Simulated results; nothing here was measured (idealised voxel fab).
process module | voxel transistor to metal
cross-section cut | 285 nm wide | cells 5 nm
A cross-section is a grid of square cells, given in bands from the top down. A band is one or more rows of cells.
Each band's line starts with the height of the band's top and of its bottom, in nm. Then come its materials from left to right, each with its width in nm. One material with "throughout" fills the band from edge to edge. "air" is empty space.
Height 0 is the level under which the wafer as received is all one material. The lowest band goes on downwards, as in "0 down".
A width such as "30 to 40" changes by the same amount from each row of cells to the next, from the band's top row to its bottom row.
"no change" after a step means that no cell of the cross-section changed.
closed voids: empty space of 8 cells or more with no open way to the top, each as width x height at its distance from the left edge, in nm
after a step's settings: what the simulator itself notes on the step
overlay nm, on a step with a mask: how far to the right of its planned place the mask lay; to the left if negative
plan
1 op RECEIVE | material Si
2 op CONFORMAL_DEP | material SiO2 | thk nm 5
3 op CONFORMAL_DEP | material SiN | thk nm 10
4 op DIRECTIONAL_DEP | material aC | thk nm 10
5 op PATTERN | tone cover | mask id ACTIVE | material resist | width nm 90 | pitch nm 115 | thk nm 25 | overlay nm 0
6 op DIRECTIONAL_ETCH | etch materials aC | depth nm 10
7 op STRIP | etch materials resist
8 op DIRECTIONAL_ETCH | etch materials SiN | depth nm 10
9 op DIRECTIONAL_ETCH | etch materials SiO2 | depth nm 5
10 op DIRECTIONAL_ETCH | etch materials Si | depth nm 25
11 op STRIP | etch materials aC
12 op FILL_DEP | material SiO2 | thk nm 10
13 op CMP | height nm 15
14 op SELECTIVE_ETCH | etch materials SiO2 | depth nm 10
15 op STRIP | etch materials SiN
16 op SELECTIVE_ETCH | etch materials SiO2 | depth nm 5
17 op OXIDIZE | depth nm 5
18 op DIRECTIONAL_DEP | material polySi | thk nm 30
19 op DIRECTIONAL_DEP | material SiCN | thk nm 15
20 op PATTERN | tone cover | mask id GATE | material resist | width nm 20 | pitch nm 115 | thk nm 20 | overlay nm 0
21 op DIRECTIONAL_ETCH | etch materials SiCN | depth nm 25
22 op DIRECTIONAL_ETCH | etch materials polySi | depth nm 40
23 op STRIP | etch materials resist
24 op CONFORMAL_DEP | material SiO2 | thk nm 5
25 op DIRECTIONAL_ETCH | etch materials SiO2 | depth nm 5
26 op CONFORMAL_DEP | material SiN | thk nm 5
27 op DIRECTIONAL_ETCH | etch materials SiN | depth nm 5
28 op DIRECTIONAL_ETCH | etch materials SiO2 | depth nm 5
29 op DIRECTIONAL_ETCH | etch materials Si | depth nm 10
30 op EPI | material SiGe | thk nm 15
31 op FILL_DEP | material SiO2 | thk nm 5
32 op CMP | height nm 45
33 op DIRECTIONAL_DEP | material SiO2 | thk nm 15
34 op PATTERN | tone open | mask id CONTACT | material resist | width nm 15 | thk nm 20 | overlay nm 0
35 op DIRECTIONAL_ETCH | etch materials SiO2 | depth nm 60
36 op STRIP | etch materials resist
37 op CONFORMAL_DEP | material TiN | thk nm 5
38 op FILL_DEP | material Ru | thk nm 10
39 op CMP | height nm 60
40 op CONFORMAL_DEP | material SiCN | thk nm 5
41 op DIRECTIONAL_DEP | material lowk | thk nm 15
42 op PATTERN | tone open | mask id METAL_1 | material resist | width nm 15 | thk nm 15 | overlay nm 0
43 op DIRECTIONAL_ETCH | etch materials lowk | depth nm 15
44 op DIRECTIONAL_ETCH | etch materials SiCN | depth nm 5
45 op STRIP | etch materials resist
46 op CONFORMAL_DEP | material TiN | thk nm 5
47 op FILL_DEP | material W | thk nm 5
48 op CMP | height nm 80
49 op CONFORMAL_DEP | material SiCN | thk nm 5
50 op DIRECTIONAL_DEP | material lowk | thk nm 30
51 op DIRECTIONAL_DEP | material aC | thk nm 15
52 op PATTERN | tone open | mask id METAL_2 | material resist | width nm 15 | pitch nm 115 | thk nm 30 | overlay nm 0
53 op DIRECTIONAL_ETCH | etch materials aC | depth nm 15
54 op STRIP | etch materials resist
55 op DIRECTIONAL_ETCH | etch materials lowk | depth nm 20
56 op STRIP | etch materials aC
57 op PATTERN | tone open | mask id METAL_2_HOLES | material resist | width nm 15 | pitch nm 115 | thk nm 20 | overlay nm 0
58 op DIRECTIONAL_ETCH | etch materials lowk | depth nm 10
59 op DIRECTIONAL_ETCH | etch materials SiCN | depth nm 5
60 op STRIP | etch materials resist
61 op CONFORMAL_DEP | material TiN | thk nm 5
62 op FILL_DEP | material Cu | thk nm 5
63 op CMP | height nm 115
64 op CONFORMAL_DEP | material SiN | thk nm 5
as received, after step 1
  0 down: Si throughout
  closed voids: none
first wafer at the end, as planned
  120 to 115: SiN throughout
  115 to 85: lowk 45 | TiN 5 | Cu 5 | TiN 5 | lowk 100 | TiN 5 | Cu 5 | TiN 5 | lowk 110
  85 to 80: SiCN 45 | TiN 15 | SiCN 100 | TiN 15 | SiCN 110
  80 to 65: lowk 45 | TiN 5 | W 5 | TiN 5 | lowk 50 | TiN 5 | W 5 | TiN 5 | lowk 35 | TiN 5 | W 5 | TiN 5 | lowk 50 | TiN 5 | W 5 | TiN 5 | lowk 45
  65 to 60: SiCN 45 | TiN 15 | SiCN 50 | TiN 15 | SiCN 35 | TiN 15 | SiCN 50 | TiN 15 | SiCN 45
  60 to 45: SiO2 45 | TiN 5 | Ru 5 | TiN 5 | SiO2 50 | TiN 5 | Ru 5 | TiN 5 | SiO2 35 | TiN 5 | Ru 5 | TiN 5 | SiO2 50 | TiN 5 | Ru 5 | TiN 5 | SiO2 45
  45 to 30: SiO2 45 | TiN 5 | Ru 5 | TiN 5 | SiO2 5 | SiN 5 | SiO2 5 | SiCN 20 | SiO2 5 | SiN 5 | SiO2 5 | TiN 5 | Ru 5 | TiN 5 | SiO2 35 | TiN 5 | Ru 5 | TiN 5 | SiO2 5 | SiN 5 | SiO2 5 | SiCN 20 | SiO2 5 | SiN 5 | SiO2 5 | TiN 5 | Ru 5 | TiN 5 | SiO2 45
  30 to 15: SiO2 45 | TiN 5 | Ru 5 | TiN 5 | SiO2 5 | SiN 5 | SiO2 5 | polySi 20 | SiO2 5 | SiN 5 | SiO2 5 | TiN 5 | Ru 5 | TiN 5 | SiO2 35 | TiN 5 | Ru 5 | TiN 5 | SiO2 5 | SiN 5 | SiO2 5 | polySi 20 | SiO2 5 | SiN 5 | SiO2 5 | TiN 5 | Ru 5 | TiN 5 | SiO2 45
  15 to 10: SiO2 45 | TiN 15 | SiO2 5 | SiN 5 | SiO2 5 | polySi 20 | SiO2 5 | SiN 5 | SiO2 5 | TiN 15 | SiO2 35 | TiN 15 | SiO2 5 | SiN 5 | SiO2 5 | polySi 20 | SiO2 5 | SiN 5 | SiO2 5 | TiN 15 | SiO2 45
  10 to 0: SiO2 45 | TiN 5 | SiGe 15 | SiN 5 | SiO2 5 | polySi 20 | SiO2 5 | SiN 5 | SiGe 15 | TiN 5 | SiO2 35 | TiN 5 | SiGe 15 | SiN 5 | SiO2 5 | polySi 20 | SiO2 5 | SiN 5 | SiGe 15 | TiN 5 | SiO2 45
  0 to -5: SiO2 35 | SiGe 30 | SiO2 40 | SiGe 30 | SiO2 15 | SiGe 30 | SiO2 40 | SiGe 30 | SiO2 35
  -5 to -15: SiO2 40 | SiGe 25 | Si 40 | SiGe 25 | SiO2 25 | SiGe 25 | Si 40 | SiGe 25 | SiO2 40
  -15 to -25: SiO2 40 | Si 90 | SiO2 25 | Si 90 | SiO2 40
  -25 down: Si throughout
  closed voids: none
second wafer at the end: like start, like plan, one mistake
  120 to 115: SiN throughout
  115 to 85: lowk 45 | TiN 5 | Cu 5 | TiN 5 | lowk 100 | TiN 5 | Cu 5 | TiN 5 | lowk 110
  85 to 80: SiCN 45 | TiN 15 | SiCN 100 | TiN 15 | SiCN 110
  80 to 65: lowk 45 | TiN 5 | W 5 | TiN 5 | lowk 50 | TiN 5 | W 5 | TiN 5 | lowk 35 | TiN 5 | W 5 | TiN 5 | lowk 50 | TiN 5 | W 5 | TiN 5 | lowk 45
  65 to 60: SiCN 45 | TiN 15 | SiCN 50 | TiN 15 | SiCN 35 | TiN 15 | SiCN 50 | TiN 15 | SiCN 45
  60 to 45: SiO2 45 | TiN 5 | Ru 5 | TiN 5 | SiO2 50 | TiN 5 | Ru 5 | TiN 5 | SiO2 35 | TiN 5 | Ru 5 | TiN 5 | SiO2 50 | TiN 5 | Ru 5 | TiN 5 | SiO2 45
  45 to 30: SiO2 45 | TiN 5 | Ru 5 | TiN 5 | SiO2 5 | SiN 5 | SiO2 5 | SiCN 20 | SiO2 5 | SiN 5 | SiO2 5 | TiN 5 | Ru 5 | TiN 5 | SiO2 35 | TiN 5 | Ru 5 | TiN 5 | SiO2 5 | SiN 5 | SiO2 5 | SiCN 20 | SiO2 5 | SiN 5 | SiO2 5 | TiN 5 | Ru 5 | TiN 5 | SiO2 45
  30 to 15: SiO2 45 | TiN 5 | Ru 5 | TiN 5 | SiO2 5 | SiN 5 | SiO2 5 | polySi 20 | SiO2 5 | SiN 5 | SiO2 5 | TiN 5 | Ru 5 | TiN 5 | SiO2 35 | TiN 5 | Ru 5 | TiN 5 | SiO2 5 | SiN 5 | SiO2 5 | polySi 20 | SiO2 5 | SiN 5 | SiO2 5 | TiN 5 | Ru 5 | TiN 5 | SiO2 45
  15 to 10: SiO2 45 | TiN 15 | SiO2 5 | SiN 5 | SiO2 5 | polySi 20 | SiO2 5 | SiN 5 | SiO2 5 | TiN 15 | SiO2 35 | TiN 15 | SiO2 5 | SiN 5 | SiO2 5 | polySi 20 | SiO2 5 | SiN 5 | SiO2 5 | TiN 15 | SiO2 45
  10 to 0: SiO2 45 | TiN 5 | SiGe 15 | SiN 5 | SiO2 5 | polySi 20 | SiO2 5 | SiN 5 | SiGe 15 | TiN 5 | SiO2 35 | TiN 5 | SiGe 15 | SiN 5 | SiO2 5 | polySi 20 | SiO2 5 | SiN 5 | SiGe 15 | TiN 5 | SiO2 45
  0 to -5: SiO2 30 | SiGe 35 | SiO2 40 | SiGe 35 | SiO2 5 | SiGe 35 | SiO2 40 | SiGe 35 | SiO2 30
  -5 to -15: SiO2 35 | SiGe 30 | Si 40 | SiGe 30 | SiO2 15 | SiGe 30 | Si 40 | SiGe 30 | SiO2 35
  -15 to -25: SiO2 35 | Si 100 | SiO2 15 | Si 100 | SiO2 35
  -25 down: Si throughout
  closed voids: none
what went wrong: step 5 ran as: op PATTERN | tone cover | mask id ACTIVE | material resist | width nm 100 | pitch nm 115 | thk nm 25 | overlay nm 0
at the end the second wafer has, in cells: 8 more of Si | 12 more of SiGe | 20 fewer of SiO2
